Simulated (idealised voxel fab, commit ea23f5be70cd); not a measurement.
You're looking at the process module voxel tone inversion.
Pictured: cross-section cut, 240 nm wide, on a grid of 5 nm square cells.
Throughout this document, each cross-section is represented as a grid of square cells and is presented as a sequence of bands enumerated from the top downward, where a band comprises one or more rows of cells. Top height, bottom height, nm. Materials left to right, width each, nm. Single material + "throughout" = fills band edge to edge. "air" = empty. The level at which height equals 0 is the one under which the wafer, as it arrives, is entirely one material. No lower edge exists for the bottom band, which continues downward and is notated as in "0 down". Width "30..40": first value at the band's top row of cells, second value at its bottom row, equal change from row to row. Take "remained unchanged" at face value: in the step it is given for, the cross-section changed in none of its cells. Heads up: "Voids, enclosed" only lists the empty pockets with no open path to the top that are 8 cells or more, and it writes them as width x height at distance, distance from the left edge, in nm. Whatever follows a step's settings on its line is a remark the simulator itself makes about that step. overlay nm: mask right of planned place by this much (step with mask). Neg. = left.
**The steps planned for the process are as follows**
1 RECEIVE (material Si)
2 CONFORMAL_DEP (material SiCN; thk nm 5)
3 DIRECTIONAL_DEP (material polySi; thk nm 20)
4 PATTERN (tone cover; mask id POSTS; material resist; width nm 25; pitch nm 55; thk nm 30; overlay nm 0)
5 DIRECTIONAL_ETCH (etch materials polySi; depth nm 20)
6 STRIP (etch materials resist)
7 FILL_DEP (material lowk; thk nm 10)
8 CMP (height nm 25)
9 STRIP (etch materials polySi)
**What follows covers the first of two wafers; it ran as planned**
**Received-state cross-section, reflecting completion of step 1**
	0 down = Si throughout
	Voids, enclosed: none
**Upon completion of step 2, the wafer appears in cross-section as shown**
	5 to 0 = SiCN throughout
	Below 0, the layers are the same as they were.
**Upon completion of step 3, the wafer appears in cross-section as shown**
	25 to 5 = polySi throughout
	Below 5, the layers are the same as they were.
**Upon completion of step 4, the wafer appears in cross-section as shown**
	55 to 25 = air=50, resist=25, air=30, resist=25, air=30, resist=25, air=55
	Below 25, the layers are the same as they were.
**Upon completion of step 5, the wafer appears in cross-section as shown**
	55 to 25 = air=50, resist=25, air=30, resist=25, air=30, resist=25, air=55
	25 to 5 = air=50, polySi=25, air=30, polySi=25, air=30, polySi=25, air=55
	Below 5, the layers are the same as they were.
**Upon completion of step 6, the wafer appears in cross-section as shown**
	25 to 5 = air=50, polySi=25, air=30, polySi=25, air=30, polySi=25, air=55
	Below 5, the layers are the same as they were.
**Upon completion of step 7, the wafer appears in cross-section as shown**
	35 to 25 = lowk throughout
	25 to 5 = lowk=50, polySi=25, lowk=30, polySi=25, lowk=30, polySi=25, lowk=55
	Below 5, the layers are the same as they were.
**Upon completion of step 8, the wafer appears in cross-section as shown**
	25 to 5 = lowk=50, polySi=25, lowk=30, polySi=25, lowk=30, polySi=25, lowk=55
	Below 5, the layers are the same as they were.
**Upon completion of step 9, the wafer appears in cross-section as shown**
	25 to 5 = lowk=50, air=25, lowk=30, air=25, lowk=30, air=25, lowk=55
	Below 5, the layers are the same as they were.
**The second wafer was prepared from the same starting point and under the same plan as the first; its processing contained one mistake, and it remains indistinguishable from the first wafer up to and including step 8**
**Cross-section of the second wafer at the time by which step 9 should have been completed according to the plan**
	25 to 5 = lowk=50, air=25, lowk=30, air=25, lowk=30, air=25, lowk=55
	Below 5, the layers are the same as they were.
In executing the process, a mistake was made relative to the plan: it should be noted that step 9 of the plan was executed twice
at the end the two cross-sections are the same: no effect in what this model computes
